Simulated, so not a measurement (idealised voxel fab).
Process module in this document: voxel transistor to metal
We display cut, a cross-section 205 nm in width whose square cells are each 5 nm.
Think of the cross-section as a grid of square cells. We describe it in bands, top to bottom, and each band covers one or more rows of those cells.
What a band's entry tells you: where the top is and where the bottom is, as heights in nm, and after that what lies inside, material by material from left to right, each with its width in nm. Empty space is written as the word "air", and a single material marked with the word "all across" occupies the band from edge to edge.
Where do heights start? At 0: under that level the wafer as delivered is made of one material only. And the lowest band has no floor; it just carries on downward, as in "0 and below".
Top row gets the first number, bottom row gets the second, and each row in between changes by the same step: that is how a band width like "30->40" works.
"no alteration" (step): cross-section cells unchanged, all of them.
Entry "Non-vented voids" = empty spaces >= 8 cells with no open way to the top; each as width x height at distance, distance from left edge, all nm.
Formally, on a step line, whatever follows the settings is a remark that the simulator itself makes on the step.
When a step includes a mask, the "overlay nm" setting on its line states how far to the right of its planned place that mask lay, and negative values state how far to the left.
# Process steps (planned)
1. RECEIVE [material Si]
2. CONFORMAL_DEP [material SiO2] [thk nm 5]
3. CONFORMAL_DEP [material SiN] [thk nm 10]
4. MASKED_ETCH [tone cover] [mask id ACTIVE] [width nm 110] [etch materials SiN] [depth nm 10] [overlay nm 0]
5. MASKED_ETCH [tone cover] [mask id ACTIVE] [width nm 110] [etch materials SiO2] [depth nm 5] [overlay nm 0]
6. MASKED_ETCH [tone cover] [mask id ACTIVE] [width nm 110] [etch materials Si] [depth nm 25] [overlay nm 0]
7. FILL_DEP [material SiO2] [thk nm 15]
8. CMP [height nm 15]
9. SELECTIVE_ETCH [etch materials SiO2] [depth nm 5]
10. STRIP [etch materials SiN]
11. SELECTIVE_ETCH [etch materials SiO2] [depth nm 5]
12. OXIDIZE [depth nm 5]
13. DIRECTIONAL_DEP [material polySi] [thk nm 20]
14. DIRECTIONAL_DEP [material SiCN] [thk nm 10]
15. MASKED_ETCH [tone cover] [mask id GATE] [width nm 20] [etch materials SiCN] [depth nm 20] [overlay nm 0]
16. MASKED_ETCH [tone cover] [mask id GATE] [width nm 20] [etch materials polySi] [depth nm 30] [overlay nm 0]
17. CONFORMAL_DEP [material SiN] [thk nm 10]
18. DIRECTIONAL_ETCH [etch materials SiN] [depth nm 10]
19. DIRECTIONAL_ETCH [etch materials SiO2] [depth nm 5]
20. DIRECTIONAL_ETCH [etch materials Si] [depth nm 5]
21. EPI [material SiGe] [thk nm 5]
22. FILL_DEP [material SiO2] [thk nm 5]
23. CMP [height nm 30]
24. DIRECTIONAL_DEP [material SiO2] [thk nm 15]
25. PATTERN [tone open] [mask id CONTACT] [material resist] [width nm 20] [pitch nm 80] [thk nm 15] [overlay nm 0]
26. DIRECTIONAL_ETCH [etch materials SiO2] [depth nm 50]
27. STRIP [etch materials resist]
28. CONFORMAL_DEP [material TiN] [thk nm 5]
29. FILL_DEP [material W] [thk nm 5]
30. CMP [height nm 45]
31. CONFORMAL_DEP [material SiCN] [thk nm 5]
32. DIRECTIONAL_DEP [material lowk] [thk nm 25]
33. MASKED_ETCH [tone open] [mask id METAL_1] [width nm 20] [pitch nm 80] [etch materials lowk] [depth nm 25] [overlay nm 0]
34. MASKED_ETCH [tone open] [mask id METAL_1] [width nm 20] [pitch nm 80] [etch materials SiCN] [depth nm 5] [overlay nm 0]
35. CONFORMAL_DEP [material TiN] [thk nm 5]
36. FILL_DEP [material Cu] [thk nm 10]
37. CMP [height nm 75]
38. CONFORMAL_DEP [material SiCN] [thk nm 5]
39. DIRECTIONAL_DEP [material SiO2] [thk nm 30]
40. MASKED_ETCH [tone open] [mask id METAL_2] [width nm 20] [pitch nm 80] [etch materials SiO2] [depth nm 15] [overlay nm 0]
41. MASKED_ETCH [tone open] [mask id METAL_2_HOLES] [width nm 15] [pitch nm 80] [etch materials SiO2] [depth nm 15] [overlay nm 0]
42. MASKED_ETCH [tone open] [mask id METAL_2_HOLES] [width nm 15] [pitch nm 80] [etch materials SiCN] [depth nm 5] [overlay nm 0]
43. CONFORMAL_DEP [material TiN] [thk nm 5]
44. FILL_DEP [material Cu] [thk nm 10]
45. CMP [height nm 110]
46. CONFORMAL_DEP [material SiCN] [thk nm 5]
# As-received wafer cross-section (after step 1)
    0 and below | Si all across
    Non-vented voids: none
# Module complete - cross-section of the first of two wafers, run according to plan
    115 down to 110 | SiCN all across
    110 down to 100 | SiO2 (50), then TiN (5), then Cu (10), then TiN (5), then SiO2 (60), then TiN (5), then Cu (10), then TiN (5), then SiO2 (55)
    100 down to 95 | SiO2 (50), then TiN (5), then Cu (5), then TiN (10), then SiO2 (60), then TiN (5), then Cu (5), then TiN (10), then SiO2 (55)
    95 down to 80 | SiO2 (50), then TiN (5), then Cu (5), then TiN (5), then SiO2 (65), then TiN (5), then Cu (5), then TiN (5), then SiO2 (60)
    80 down to 75 | SiCN (50), then TiN (15), then SiCN (65), then TiN (15), then SiCN (60)
    75 down to 50 | lowk (50), then TiN (5), then Cu (10), then TiN (5), then lowk (60), then TiN (5), then Cu (10), then TiN (5), then lowk (55)
    50 down to 45 | SiCN (50), then TiN (20), then SiCN (60), then TiN (20), then SiCN (55)
    45 down to 30 | SiO2 (50), then TiN (5), then W (10), then TiN (5), then SiO2 (60), then TiN (5), then W (10), then TiN (5), then SiO2 (55)
    30 down to 20 | SiO2 (50), then TiN (5), then W (10), then TiN (5), then SiO2 (10), then SiN (10), then SiCN (20), then SiN (10), then SiO2 (10), then TiN (5), then W (10), then TiN (5), then SiO2 (55)
    20 down to 5 | SiO2 (50), then TiN (5), then W (10), then TiN (5), then SiO2 (10), then SiN (10), then polySi (20), then SiN (10), then SiO2 (10), then TiN (5), then W (10), then TiN (5), then SiO2 (55)
    5 down to 0 | SiO2 (40), then SiN (10), then TiN (10), then W (5), then TiN (5), then SiO2 (10), then SiN (10), then polySi (20), then SiN (10), then SiO2 (10), then TiN (5), then W (5), then TiN (10), then SiN (10), then SiO2 (45)
    0 down to -5 | SiO2 (50), then SiGe (5), then TiN (15), then SiO2 (5), then SiGe (5), then SiO2 (40), then SiGe (5), then SiO2 (5), then TiN (15), then SiGe (5), then SiO2 (55)
    -5 down to -10 | SiO2 (45), then Si (5), then SiGe (30), then Si (40), then SiGe (30), then Si (5), then SiO2 (50)
    -10 down to -25 | SiO2 (45), then Si (110), then SiO2 (50)
    -25 and below | Si all across
    Non-vented voids: none
# So this is wafer number two of the two, cut at the end of the module - it started where the first did and had the same plan, we just got one thing wrong running it
    115 down to 110 | SiCN all across
    110 down to 100 | SiO2 (50), then TiN (5), then Cu (10), then TiN (5), then SiO2 (60), then TiN (5), then Cu (10), then TiN (5), then SiO2 (55)
    100 down to 95 | SiO2 (50), then TiN (5), then Cu (5), then TiN (10), then SiO2 (60), then TiN (5), then Cu (5), then TiN (10), then SiO2 (55)
    95 down to 80 | SiO2 (50), then TiN (5), then Cu (5), then TiN (5), then SiO2 (65), then TiN (5), then Cu (5), then TiN (5), then SiO2 (60)
    80 down to 75 | SiCN (50), then TiN (15), then SiCN (65), then TiN (15), then SiCN (60)
    75 down to 50 | lowk (50), then TiN (5), then W (10), then TiN (5), then lowk (60), then TiN (5), then W (10), then TiN (5), then lowk (55)
    50 down to 45 | SiCN (50), then TiN (20), then SiCN (60), then TiN (20), then SiCN (55)
    45 down to 30 | SiO2 (50), then TiN (5), then W (10), then TiN (5), then SiO2 (60), then TiN (5), then W (10), then TiN (5), then SiO2 (55)
    30 down to 20 | SiO2 (50), then TiN (5), then W (10), then TiN (5), then SiO2 (10), then SiN (10), then SiCN (20), then SiN (10), then SiO2 (10), then TiN (5), then W (10), then TiN (5), then SiO2 (55)
    20 down to 5 | SiO2 (50), then TiN (5), then W (10), then TiN (5), then SiO2 (10), then SiN (10), then polySi (20), then SiN (10), then SiO2 (10), then TiN (5), then W (10), then TiN (5), then SiO2 (55)
    5 down to 0 | SiO2 (40), then SiN (10), then TiN (10), then W (5), then TiN (5), then SiO2 (10), then SiN (10), then polySi (20), then SiN (10), then SiO2 (10), then TiN (5), then W (5), then TiN (10), then SiN (10), then SiO2 (45)
    0 down to -5 | SiO2 (50), then SiGe (5), then TiN (15), then SiO2 (5), then SiGe (5), then SiO2 (40), then SiGe (5), then SiO2 (5), then TiN (15), then SiGe (5), then SiO2 (55)
    -5 down to -10 | SiO2 (45), then Si (5), then SiGe (30), then Si (40), then SiGe (30), then Si (5), then SiO2 (50)
    -10 down to -25 | SiO2 (45), then Si (110), then SiO2 (50)
    -25 and below | Si all across
    Non-vented voids: none
In executing the process, a mistake was made relative to the plan: it should be noted that step 36 was executed with settings other than those planned, the operation and settings actually applied being FILL_DEP [material W] [thk nm 10]
Once processing is complete, comparing cell counts shows that the second wafer has more or fewer of certain materials than the first: 20 fewer of Cu, 20 more of W
